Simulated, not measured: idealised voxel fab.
The following process module bears the name voxel fin reveal.
Pictured: cross-section cut, 200 nm wide, on a grid of 5 nm square cells.
Cross-section, as written here: a square-cell grid given band by band from the top down, where a band holds one or more rows of cells.
Band: top and bottom heights (nm) first, top before bottom; then materials from left to right, widths in nm. "edge to edge" marks a sole material filling the band edge to edge. "blank" denotes empty space.
Height 0 is the level under which the wafer as received is all one material. The lowest band goes on downwards, as in "0 down".
When a width is written as two numbers, as in "30..40", the first number is the width in the top row of cells of the band and the second is the width in its bottom row, and the width changes by the same amount from each row to the next.
Where a step carries "remained the same", the cross-section came out of it unchanged, cell for cell.
"Enclosed internal voids": empty spaces of 8 cells or more with no open way to the top, each given as width x height at distance, distance from the left edge, all in nm.
Anything after a step's settings on that line? It's the simulator's own note about the step.
A step line may carry the setting "overlay nm", which, for steps involving a mask, states the distance by which the mask lay to the right of its intended position; negative values denote displacement to the left.
# List of planned process steps
step 1: RECEIVE,material Si
step 2: CONFORMAL_DEP,material SiN,thk nm 10
step 3: MASKED_ETCH,tone cover,mask id FINS,width nm 15,pitch nm 45,etch materials SiN,depth nm 10,overlay nm 0
step 4: MASKED_ETCH,tone cover,mask id FINS,width nm 15,pitch nm 45,etch materials Si,depth nm 40,overlay nm 0
step 5: OXIDIZE,depth nm 5
step 6: FILL_DEP,material SiO2,thk nm 10
step 7: CMP,height nm 10
step 8: SELECTIVE_ETCH,etch materials SiO2,depth nm 40
step 9: STRIP,etch materials SiN
# Step 1 complete: cross-section of the wafer as received
    0 down = Si edge to edge
    Enclosed internal voids: none
# Below is the wafer in cross-section after the module was completed. It began from the starting point shown above and followed the plan shown above, except that one mistake was made while running it
    0 to -30 = blank: 75 | Si: 5 | blank: 40 | Si: 5 | blank: 75
    -30 to -40 = SiO2: 75 | Si: 5 | SiO2: 40 | Si: 5 | SiO2: 75
    -40 down = Si edge to edge
    Enclosed internal voids: none
what went wrong: rather than as planned, step 4 actually ran as MASKED_ETCH,tone cover,mask id FINS,width nm 15,pitch nm 45,etch materials Si,depth nm 35,overlay nm 0
